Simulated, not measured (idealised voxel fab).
You're looking at the process module voxel self aligned vias.
Displayed cross-section: cut, width of 185 nm, square cells sized 5 nm.
Format of a cross-section: grid, square cells. Given as bands. Order: top down. Band: one or more rows of cells.
Heads up on the band format: heights come first, top then bottom, in nm. After that it's the materials left to right, each with its width in nm. A single material flagged "full width" fills the whole band edge to edge, and "empty" means there's empty space there.
Below 0: as-received wafer, all one material; heights counted from there. Lowest band: no bottom, goes on down, written "z 0 and below".
Quick explanation for "30..40": the width changes in equal steps down the rows of cells, from the first number in the band's top row to the second number in its bottom row.
"everything unchanged", as given for a step, is the statement that not any cell of the cross-section underwent a change during that step.
What "Sealed voids" gives you is every empty space of 8 cells or more that is cut off from the top. Each appears as width x height at distance, with the distance taken from the left edge and width, height and distance all in nm.
Anything after a step's settings on that line? It's the simulator's own note about the step.
On any step carrying a mask, the "overlay nm" setting, if present on the step's line, tells how far right of its planned place the mask lay; negative values point to the left.
-- So here's the lineup of process steps we planned
1: RECEIVE with material Si
2: CONFORMAL_DEP with material SiO2, thk nm 15
3: CONFORMAL_DEP with material SiCN, thk nm 5
4: DIRECTIONAL_DEP with material SiO2, thk nm 20
5: DIRECTIONAL_DEP with material aC, thk nm 15
6: PATTERN with tone open, mask id LINES, material resist, width nm 20, pitch nm 70, thk nm 35, overlay nm 0
7: DIRECTIONAL_ETCH with etch materials aC, depth nm 15
8: STRIP with etch materials resist
9: DIRECTIONAL_ETCH with etch materials SiO2, depth nm 20
10: STRIP with etch materials aC
11: CONFORMAL_DEP with material TiN, thk nm 5
12: FILL_DEP with material W, thk nm 5
13: CMP with height nm 40
14: SELECTIVE_ETCH with etch materials W Ru TiN, depth nm 5
15: FILL_DEP with material SiN, thk nm 5
16: CMP with height nm 40
17: DIRECTIONAL_DEP with material SiO2, thk nm 20
18: DIRECTIONAL_DEP with material aC, thk nm 15
19: PATTERN with tone open, mask id VIAS, material resist, width nm 40, thk nm 30, overlay nm 0
20: DIRECTIONAL_ETCH with etch materials aC, depth nm 15
21: STRIP with etch materials resist
22: DIRECTIONAL_ETCH with etch materials SiO2, depth nm 20
23: DIRECTIONAL_ETCH with etch materials SiN, depth nm 5
24: STRIP with etch materials aC
25: CONFORMAL_DEP with material TiN, thk nm 5
26: FILL_DEP with material Cu, thk nm 5
27: CMP with height nm 60
28: CONFORMAL_DEP with material SiCN, thk nm 5
-- Shown in cross-section is the wafer as received, that is, as it stands after step 1
  z 0 and below = Si full width
  Sealed voids: none
-- Module complete, cross-section. Starting point and plan per above. One mistake made in running the module
  z 65 to 60 = SiCN full width
  z 60 to 40 = SiO2: 35, TiN: 5, Cu: 30, TiN: 5, SiO2: 110
  z 40 to 35 = SiN: 35, TiN: 40, SiN: 110
  z 35 to 20 = SiO2: 45, TiN: 5, W: 10, TiN: 5, SiO2: 50, TiN: 5, W: 10, TiN: 5, SiO2: 50
  z 20 to 15 = SiO2: 45, TiN: 20, SiO2: 50, TiN: 20, SiO2: 50
  z 15 to 0 = SiO2 full width
  z 0 and below = Si full width
  Sealed voids: none
What broke from the plan during processing? the plan's step 3 went unexecuted, having been skipped
